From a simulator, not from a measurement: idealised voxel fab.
process module | voxel transistor to metal
cross-section cut | 190 nm wide | cells 5 nm
A cross-section is a grid of square cells, given in bands from the top down. A band is one or more rows of cells.
Each band's line starts with the height of the band's top and of its bottom, in nm. Then come its materials from left to right, each with its width in nm. One material with "throughout" fills the band from edge to edge. "air" is empty space.
Height 0 is the level under which the wafer as received is all one material. The lowest band goes on downwards, as in "0 down".
A width such as "30 to 40" changes by the same amount from each row of cells to the next, from the band's top row to its bottom row.
"no change" after a step means that no cell of the cross-section changed.
closed voids: empty space of 8 cells or more with no open way to the top, each as width x height at its distance from the left edge, in nm
after a step's settings: what the simulator itself notes on the step
overlay nm, on a step with a mask: how far to the right of its planned place the mask lay; to the left if negative
plan
1 op RECEIVE | material Si
2 op CONFORMAL_DEP | material SiO2 | thk nm 5
3 op CONFORMAL_DEP | material SiN | thk nm 10
4 op DIRECTIONAL_DEP | material aC | thk nm 10
5 op PATTERN | tone cover | mask id ACTIVE | material resist | width nm 85 | thk nm 30 | overlay nm 0
6 op DIRECTIONAL_ETCH | etch materials aC | depth nm 10
7 op STRIP | etch materials resist
8 op DIRECTIONAL_ETCH | etch materials SiN | depth nm 10
9 op DIRECTIONAL_ETCH | etch materials SiO2 | depth nm 5
10 op DIRECTIONAL_ETCH | etch materials Si | depth nm 30
11 op STRIP | etch materials aC
12 op FILL_DEP | material SiO2 | thk nm 10
13 op CMP | height nm 15
14 op SELECTIVE_ETCH | etch materials SiO2 | depth nm 5
15 op STRIP | etch materials SiN
16 op SELECTIVE_ETCH | etch materials SiO2 | depth nm 5
17 op OXIDIZE | depth nm 5
18 op DIRECTIONAL_DEP | material polySi | thk nm 25
19 op DIRECTIONAL_DEP | material SiCN | thk nm 15
20 op MASKED_ETCH | tone cover | mask id GATE | width nm 15 | etch materials SiCN | depth nm 25 | overlay nm 0
21 op MASKED_ETCH | tone cover | mask id GATE | width nm 15 | etch materials polySi | depth nm 35 | overlay nm 0
22 op CONFORMAL_DEP | material SiN | thk nm 5
23 op DIRECTIONAL_ETCH | etch materials SiN | depth nm 5
24 op DIRECTIONAL_ETCH | etch materials SiO2 | depth nm 5
25 op EPI | material nSi | thk nm 5
26 op FILL_DEP | material SiO2 | thk nm 10
27 op CMP | height nm 40
28 op DIRECTIONAL_DEP | material SiO2 | thk nm 10
29 op DIRECTIONAL_DEP | material aC | thk nm 10
30 op PATTERN | tone open | mask id CONTACT | material resist | width nm 25 | pitch nm 50 | thk nm 30 | overlay nm 0
31 op DIRECTIONAL_ETCH | etch materials aC | depth nm 10
32 op STRIP | etch materials resist
33 op DIRECTIONAL_ETCH | etch materials SiO2 | depth nm 50
34 op STRIP | etch materials aC
35 op CONFORMAL_DEP | material TiN | thk nm 5
36 op FILL_DEP | material W | thk nm 5
37 op CMP | height nm 50
38 op CONFORMAL_DEP | material SiN | thk nm 5
39 op DIRECTIONAL_DEP | material lowk | thk nm 25
40 op PATTERN | tone open | mask id METAL_1 | material resist | width nm 15 | pitch nm 60 | thk nm 20 | overlay nm 0
41 op DIRECTIONAL_ETCH | etch materials lowk | depth nm 25
42 op DIRECTIONAL_ETCH | etch materials SiN | depth nm 5
43 op STRIP | etch materials resist
44 op CONFORMAL_DEP | material TiN | thk nm 5
45 op FILL_DEP | material Ru | thk nm 5
46 op CMP | height nm 80
47 op CONFORMAL_DEP | material SiCN | thk nm 5
as received, after step 1
  0 down: Si throughout
  closed voids: none
first wafer at the end, as planned
  85 to 80: SiCN throughout
  80 to 55: lowk 55 | TiN 5 | Ru 5 | TiN 5 | lowk 45 | TiN 5 | Ru 5 | TiN 5 | lowk 60
  55 to 50: SiN 55 | TiN 15 | SiN 45 | TiN 15 | SiN 60
  50 to 40: SiO2 55 | TiN 5 | W 15 | TiN 5 | SiO2 25 | TiN 5 | W 15 | TiN 5 | SiO2 60
  40 to 25: SiO2 55 | TiN 5 | W 15 | TiN 5 | SiN 5 | SiCN 15 | SiN 5 | TiN 5 | W 15 | TiN 5 | SiO2 60
  25 to 5: SiO2 55 | TiN 5 | W 15 | TiN 5 | SiN 5 | polySi 15 | SiN 5 | TiN 5 | W 15 | TiN 5 | SiO2 60
  5 to 0: SiO2 45 | SiN 5 | SiO2 5 | TiN 25 | SiN 5 | polySi 15 | SiN 5 | TiN 25 | SiO2 5 | SiN 5 | SiO2 50
  0 to -5: SiO2 50 | nSi 30 | SiO2 25 | nSi 30 | SiO2 55
  -5 to -30: SiO2 50 | Si 85 | SiO2 55
  -30 down: Si throughout
  closed voids: none
second wafer at the end: like start, like plan, one mistake
  85 to 80: SiCN throughout
  80 to 60: lowk 55 | TiN 5 | Ru 5 | TiN 5 | lowk 45 | TiN 5 | Ru 5 | TiN 5 | lowk 60
  60 to 55: SiN 55 | TiN 15 | SiN 45 | TiN 15 | SiN 60
  55 to 50: TiN 60 | W 15 | TiN 35 | W 15 | TiN 65
  50 to 40: SiO2 55 | TiN 5 | W 15 | TiN 5 | SiO2 25 | TiN 5 | W 15 | TiN 5 | SiO2 60
  40 to 25: SiO2 55 | TiN 5 | W 15 | TiN 5 | SiN 5 | SiCN 15 | SiN 5 | TiN 5 | W 15 | TiN 5 | SiO2 60
  25 to 5: SiO2 55 | TiN 5 | W 15 | TiN 5 | SiN 5 | polySi 15 | SiN 5 | TiN 5 | W 15 | TiN 5 | SiO2 60
  5 to 0: SiO2 45 | SiN 5 | SiO2 5 | TiN 25 | SiN 5 | polySi 15 | SiN 5 | TiN 25 | SiO2 5 | SiN 5 | SiO2 50
  0 to -5: SiO2 50 | nSi 30 | SiO2 25 | nSi 30 | SiO2 55
  -5 to -30: SiO2 50 | Si 85 | SiO2 55
  -30 down: Si throughout
  closed voids: none
what went wrong: step 37 ran as: op CMP | height nm 55
at the end the second wafer has, in cells: 2 fewer of Ru | 28 more of TiN | 6 more of W | 32 fewer of lowk
